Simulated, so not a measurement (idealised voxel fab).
process module | voxel capacitor over wiring
Cross-section cut spans 280 nm and uses square cells 5 nm in size.
Heads up, the way a cross-section reads in here is a grid of square cells, handed over as bands from the top down, with every band being one or more rows of cells.
First you get the band's top height and its bottom height, in nm, and then the materials it's made of, left to right, with each width in nm. If you see a single material with "full width", that one covers the band edge to edge. "empty" is empty space.
Height datum 0, below which the as-received substrate wafer is one material. Lowest band open at the bottom, running downward: "0 nm and below".
A two-number width, for instance "30 to 40", indicates that the width is equal to the first number in the top row of the band and to the second number in the bottom row, and that it changes by a constant amount per row of cells.
"stayed the same" after a step means that no cell of the cross-section changed.
"Enclosed void listing" - sealed voids, min. 8 cells, no opening to top; format: width x height at distance (distance from left edge; nm throughout).
Text after the settings on a step's line: the simulator's own remark on that step.
Regarding "overlay nm": on a step with a mask, it is the distance the mask lay to the right of its planned place; a negative value places it to the left.
**This section lists the process steps that were planned**
| 1 | RECEIVE,material Si |
| 2 | CONFORMAL_DEP,material SiO2,thk nm 10 |
| 3 | DIRECTIONAL_DEP,material TiN,thk nm 5 |
| 4 | DIRECTIONAL_DEP,material W,thk nm 20 |
| 5 | PATTERN,tone cover,mask id METAL_1,material resist,width nm 20,pitch nm 75,thk nm 15,overlay nm 0 |
| 6 | DIRECTIONAL_ETCH,etch materials W,depth nm 20 |
| 7 | DIRECTIONAL_ETCH,etch materials TiN,depth nm 5 |
| 8 | STRIP,etch materials resist |
| 9 | FILL_DEP,material lowk,thk nm 5 |
| 10 | CMP,height nm 35 |
| 11 | CONFORMAL_DEP,material SiCN,thk nm 5 |
| 12 | DIRECTIONAL_DEP,material SiO2,thk nm 20 |
| 13 | DIRECTIONAL_DEP,material aC,thk nm 15 |
| 14 | PATTERN,tone open,mask id PLUG_1,material resist,width nm 15,thk nm 35,overlay nm 0 |
| 15 | DIRECTIONAL_ETCH,etch materials aC,depth nm 15 |
| 16 | STRIP,etch materials resist |
| 17 | DIRECTIONAL_ETCH,etch materials SiO2,depth nm 20 |
| 18 | DIRECTIONAL_ETCH,etch materials SiCN,depth nm 5 |
| 19 | STRIP,etch materials aC |
| 20 | EPI,material Ru,thk nm 10 |
| 21 | EPI,material Ru,thk nm 10 |
| 22 | EPI,material Ru,thk nm 5 |
| 23 | DIRECTIONAL_DEP,material TiN,thk nm 5 |
| 24 | DIRECTIONAL_DEP,material SiN,thk nm 5 |
| 25 | DIRECTIONAL_DEP,material TiN,thk nm 5 |
| 26 | PATTERN,tone cover,mask id UPPER_PLATE,material resist,width nm 60,thk nm 20,overlay nm 0 |
| 27 | DIRECTIONAL_ETCH,etch materials TiN,depth nm 5 |
| 28 | DIRECTIONAL_ETCH,etch materials SiN,depth nm 5 |
| 29 | STRIP,etch materials resist |
| 30 | MASKED_ETCH,tone cover,mask id LOWER_PLATE,width nm 70,etch materials TiN,depth nm 5,overlay nm 0 |
| 31 | FILL_DEP,material SiO2,thk nm 15 |
| 32 | CMP,height nm 85 |
| 33 | MASKED_ETCH,tone open,mask id PLUG_2,width nm 15,etch materials SiO2,depth nm 10,overlay nm 0 |
| 34 | CONFORMAL_DEP,material TiN,thk nm 5 |
| 35 | FILL_DEP,material Cu,thk nm 5 |
| 36 | CMP,height nm 85 |
| 37 | CONFORMAL_DEP,material SiCN,thk nm 5 |
**Wafer, first of two, run as planned**
**Wafer as received: cross-section following step 1**
    0 nm and below = Si full width
    Enclosed void listing: none
**after step 2**
    10 nm to 0 nm = SiO2 full width
    Lower than 0, everything is as it was.
**after step 3**
    15 nm to 10 nm = TiN full width
    Lower than 10, everything is as it was.
**after step 4**
    35 nm to 15 nm = W full width
    Lower than 15, everything is as it was.
**after step 5**
    50 nm to 35 nm = empty 90 nm | resist 20 nm | empty 55 nm | resist 20 nm | empty 95 nm
    Lower than 35, everything is as it was.
**after step 6**
    50 nm to 35 nm = empty 90 nm | resist 20 nm | empty 55 nm | resist 20 nm | empty 95 nm
    35 nm to 15 nm = empty 90 nm | W 20 nm | empty 55 nm | W 20 nm | empty 95 nm
    Lower than 15, everything is as it was.
**after step 7**
    50 nm to 35 nm = empty 90 nm | resist 20 nm | empty 55 nm | resist 20 nm | empty 95 nm
    35 nm to 15 nm = empty 90 nm | W 20 nm | empty 55 nm | W 20 nm | empty 95 nm
    15 nm to 10 nm = empty 90 nm | TiN 20 nm | empty 55 nm | TiN 20 nm | empty 95 nm
    Lower than 10, everything is as it was.
**after step 8**
    35 nm to 15 nm = empty 90 nm | W 20 nm | empty 55 nm | W 20 nm | empty 95 nm
    Lower than 15, everything is as it was.
**after step 9**
    40 nm to 35 nm = lowk full width
    35 nm to 15 nm = lowk 90 nm | W 20 nm | lowk 55 nm | W 20 nm | lowk 95 nm
    15 nm to 10 nm = lowk 90 nm | TiN 20 nm | lowk 55 nm | TiN 20 nm | lowk 95 nm
    Lower than 10, everything is as it was.
**after step 10**
    35 nm to 15 nm = lowk 90 nm | W 20 nm | lowk 55 nm | W 20 nm | lowk 95 nm
    Lower than 15, everything is as it was.
**after step 11**
    40 nm to 35 nm = SiCN full width
    Lower than 35, everything is as it was.
**after step 12**
    60 nm to 40 nm = SiO2 full width
    Lower than 40, everything is as it was.
**after step 13**
    75 nm to 60 nm = aC full width
    Lower than 60, everything is as it was.
**after step 14**
    110 nm to 75 nm = resist 95 nm | empty 15 nm | resist 170 nm
    Lower than 75, everything is as it was.
**after step 15**
    95 nm to 75 nm = resist 95 nm | empty 15 nm | resist 170 nm
    75 nm to 60 nm = aC 95 nm | empty 15 nm | aC 170 nm
    Lower than 60, everything is as it was.
**after step 16**
    75 nm to 60 nm = aC 95 nm | empty 15 nm | aC 170 nm
    Lower than 60, everything is as it was.
**after step 17**
    75 nm to 60 nm = aC 95 nm | empty 15 nm | aC 170 nm
    60 nm to 40 nm = SiO2 95 nm | empty 15 nm | SiO2 170 nm
    Lower than 40, everything is as it was.
**after step 18**
    75 nm to 60 nm = aC 95 nm | empty 15 nm | aC 170 nm
    60 nm to 40 nm = SiO2 95 nm | empty 15 nm | SiO2 170 nm
    40 nm to 35 nm = SiCN 95 nm | empty 15 nm | SiCN 170 nm
    Lower than 35, everything is as it was.
**after step 19**
    60 nm to 40 nm = SiO2 95 nm | empty 15 nm | SiO2 170 nm
    Lower than 40, everything is as it was.
**after step 20**
    60 nm to 45 nm = SiO2 95 nm | empty 15 nm | SiO2 170 nm
    45 nm to 40 nm = SiO2 95 nm | Ru 15 nm | SiO2 170 nm
    40 nm to 35 nm = SiCN 95 nm | Ru 15 nm | SiCN 170 nm
    Lower than 35, everything is as it was.
**after step 21**
    60 nm to 55 nm = SiO2 95 nm | empty 15 nm | SiO2 170 nm
    55 nm to 40 nm = SiO2 95 nm | Ru 15 nm | SiO2 170 nm
    Lower than 40, everything is as it was.
**after step 22**
    60 nm to 40 nm = SiO2 95 nm | Ru 15 nm | SiO2 170 nm
    Lower than 40, everything is as it was.
**after step 23**
    65 nm to 60 nm = TiN full width
    Lower than 60, everything is as it was.
**after step 24**
    70 nm to 65 nm = SiN full width
    Lower than 65, everything is as it was.
**after step 25**
    75 nm to 70 nm = TiN full width
    Lower than 70, everything is as it was.
**after step 26**
    95 nm to 75 nm = empty 95 nm | resist 60 nm | empty 125 nm
    Lower than 75, everything is as it was.
**after step 27**
    95 nm to 75 nm = empty 95 nm | resist 60 nm | empty 125 nm
    75 nm to 70 nm = empty 95 nm | TiN 60 nm | empty 125 nm
    Lower than 70, everything is as it was.
**after step 28**
    95 nm to 75 nm = empty 95 nm | resist 60 nm | empty 125 nm
    75 nm to 70 nm = empty 95 nm | TiN 60 nm | empty 125 nm
    70 nm to 65 nm = empty 95 nm | SiN 60 nm | empty 125 nm
    Lower than 65, everything is as it was.
**after step 29**
    75 nm to 70 nm = empty 95 nm | TiN 60 nm | empty 125 nm
    Lower than 70, everything is as it was.
**after step 30**
    75 nm to 70 nm = empty 95 nm | TiN 60 nm | empty 125 nm
    70 nm to 65 nm = empty 95 nm | SiN 60 nm | empty 125 nm
    65 nm to 60 nm = empty 90 nm | TiN 70 nm | empty 120 nm
    Lower than 60, everything is as it was.
**after step 31**
    90 nm to 75 nm = SiO2 full width
    75 nm to 70 nm = SiO2 95 nm | TiN 60 nm | SiO2 125 nm
    70 nm to 65 nm = SiO2 95 nm | SiN 60 nm | SiO2 125 nm
    65 nm to 60 nm = SiO2 90 nm | TiN 70 nm | SiO2 120 nm
    Lower than 60, everything is as it was.
**after step 32**
    85 nm to 75 nm = SiO2 full width
    Lower than 75, everything is as it was.
**after step 33**
    85 nm to 75 nm = SiO2 105 nm | empty 15 nm | SiO2 160 nm
    Lower than 75, everything is as it was.
**after step 34**
    90 nm to 85 nm = TiN 110 nm | empty 5 nm | TiN 165 nm
    85 nm to 80 nm = SiO2 105 nm | TiN 5 nm | empty 5 nm | TiN 5 nm | SiO2 160 nm
    80 nm to 70 nm = SiO2 105 to 95 nm | TiN 15 to 60 nm | SiO2 160 to 125 nm
    Lower than 70, everything is as it was.
**after step 35**
    95 nm to 90 nm = Cu full width
    90 nm to 85 nm = TiN 110 nm | Cu 5 nm | TiN 165 nm
    85 nm to 80 nm = SiO2 105 nm | TiN 5 nm | Cu 5 nm | TiN 5 nm | SiO2 160 nm
    Lower than 80, everything is as it was.
**after step 36**
    85 nm to 80 nm = SiO2 105 nm | TiN 5 nm | Cu 5 nm | TiN 5 nm | SiO2 160 nm
    Lower than 80, everything is as it was.
**after step 37**
    90 nm to 85 nm = SiCN full width
    Lower than 85, everything is as it was.
**Second wafer: same start and same plan as the first, one execution error; identical to the first through step 24**
**Second wafer, sectioned view, at step 25's planned end time**
    85 nm to 70 nm = TiN full width
    Lower than 70, everything is as it was.
**Second wafer, sectioned view, at step 26's planned end time**
    105 nm to 85 nm = empty 95 nm | resist 60 nm | empty 125 nm
    Lower than 85, everything is as it was.
**Second wafer, sectioned view, at step 27's planned end time**
    105 nm to 85 nm = empty 95 nm | resist 60 nm | empty 125 nm
    85 nm to 80 nm = empty 95 nm | TiN 60 nm | empty 125 nm
    Lower than 80, everything is as it was.
Second wafer, sectioned view, at step 28's planned end time: stayed the same
**Second wafer, sectioned view, at step 29's planned end time**
    85 nm to 80 nm = empty 95 nm | TiN 60 nm | empty 125 nm
    Lower than 80, everything is as it was.
**Second wafer, sectioned view, at step 30's planned end time**
    85 nm to 75 nm = empty 95 to 90 nm | TiN 60 to 70 nm | empty 125 to 120 nm
    Lower than 75, everything is as it was.
**Second wafer, sectioned view, at step 31's planned end time**
    100 nm to 85 nm = SiO2 full width
    85 nm to 75 nm = SiO2 95 to 90 nm | TiN 60 to 70 nm | SiO2 125 to 120 nm
    Lower than 75, everything is as it was.
**Second wafer, sectioned view, at step 32's planned end time**
    85 nm to 75 nm = SiO2 95 to 90 nm | TiN 60 to 70 nm | SiO2 125 to 120 nm
    Lower than 75, everything is as it was.
Second wafer, sectioned view, at step 33's planned end time: stayed the same
**Second wafer, sectioned view, at step 34's planned end time**
    90 nm to 85 nm = TiN full width
    Lower than 85, everything is as it was.
**Second wafer, sectioned view, at step 35's planned end time**
    95 nm to 90 nm = Cu full width
    Lower than 90, everything is as it was.
**Second wafer, sectioned view, at step 36's planned end time**
    85 nm to 75 nm = SiO2 95 to 90 nm | TiN 60 to 70 nm | SiO2 125 to 120 nm
    Lower than 75, everything is as it was.
**Second wafer, sectioned view, at step 37's planned end time**
    90 nm to 85 nm = SiCN full width
    Lower than 85, everything is as it was.
What went wrong in running the wafer? step 25 was run on a setting that differed from the plan, and what really ran there is DIRECTIONAL_DEP,material TiN,thk nm 15
Cell-count delta at end, second wafer over first, by material: Cu -1, SiN +44, SiO2 -150, TiN +107
